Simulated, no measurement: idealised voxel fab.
The process module presented herein is designated voxel gate over fins.
It is cross-section cut that appears here, measuring 140 nm in width, its square cells being 5 nm in size.
Heads up, the way a cross-section reads in here is a grid of square cells, handed over as bands from the top down, with every band being one or more rows of cells.
Each band's line starts with the height of the band's top and of its bottom, in nm. Then come its materials from left to right, each with its width in nm. One material with "edge to edge" fills the band from edge to edge. "blank" is empty space.
Height 0 is the level under which the wafer as received is all one material. The lowest band goes on downwards, as in "0..down".
Per-row width for "30 to 40": begins at first number (top row of band), ends at second number (bottom row), increment between rows held constant.
"nothing was modified" -> step changed no cross-section cell.
"Closed void list" specifies each empty space that is not open to the top and that occupies no fewer than 8 cells, using the form width x height at distance, the distance measured from the left edge and all three quantities in nm.
On a step's line, text after the settings is the simulator commenting on that step.
overlay nm: on a step with a mask, how far right of its planned place the mask lay; negative means left.

[Planned process steps]
1: op RECEIVE | material Si
2: op CONFORMAL_DEP | material SiN | thk nm 10
3: op DIRECTIONAL_DEP | material aC | thk nm 10
4: op PATTERN | tone cover | mask id FINS | material resist | width nm 15 | pitch nm 55 | thk nm 25 | overlay nm 0
5: op DIRECTIONAL_ETCH | etch materials aC | depth nm 10
6: op STRIP | etch materials resist
7: op DIRECTIONAL_ETCH | etch materials SiN | depth nm 10
8: op DIRECTIONAL_ETCH | etch materials Si | depth nm 35
9: op STRIP | etch materials aC
10: op OXIDIZE | depth nm 5
11: op FILL_DEP | material SiO2 | thk nm 10
12: op CMP | height nm 10
13: op DIRECTIONAL_DEP | material aC | thk nm 15
14: op PATTERN | tone open | mask id RAIL | material resist | width nm 15 | thk nm 30 | overlay nm 0
15: op DIRECTIONAL_ETCH | etch materials aC | depth nm 15
16: op STRIP | etch materials resist
17: op DIRECTIONAL_ETCH | etch materials SiO2 | depth nm 40
18: op STRIP | etch materials aC
19: op CONFORMAL_DEP | material TiN | thk nm 5
20: op FILL_DEP | material Ru | thk nm 10
21: op CMP | height nm 10
22: op SELECTIVE_ETCH | etch materials W Ru TiN | depth nm 25
23: op FILL_DEP | material SiO2 | thk nm 5
24: op CMP | height nm 10
25: op SELECTIVE_ETCH | etch materials SiO2 | depth nm 20
26: op STRIP | etch materials SiN
27: op CONFORMAL_DEP | material HfO2 | thk nm 5
28: op CONFORMAL_DEP | material TiN | thk nm 5
29: op CONFORMAL_DEP | material TiAl | thk nm 5
30: op CONFORMAL_DEP | material TiN | thk nm 5
31: op FILL_DEP | material W | thk nm 15
32: op CMP | height nm 30
33: op CONFORMAL_DEP | material SiCN | thk nm 10
It is noted that the wafers described herein are identical at the outset and are distinguished by the width nm of step 14; the value stated in the plan corresponds to the first wafer.

[This is how the first of several wafers looked in cross-section when it arrived, which is after step 1]
	0..down  Si edge to edge
	Closed void list: none

[Below, a row for every wafer. Read it as the end-of-module picture: for each material the wafer shows its cells gained (+) or lost (-) since it was received, and then its closed voids]
width nm 15, +36 HfO2, +2 Ru, -208 Si, +56 SiCN, +147 SiO2, +36 TiAl, +79 TiN, +76 W, Closed void list: none
width nm 20, +36 HfO2, +4 Ru, -208 Si, +56 SiCN, +144 SiO2, +36 TiAl, +80 TiN, +76 W, Closed void list: none
width nm 25, +36 HfO2, +6 Ru, -208 Si, +56 SiCN, +141 SiO2, +36 TiAl, +81 TiN, +76 W, Closed void list: none
width nm 30, +36 HfO2, +8 Ru, -208 Si, +56 SiCN, +138 SiO2, +36 TiAl, +82 TiN, +76 W, Closed void list: none
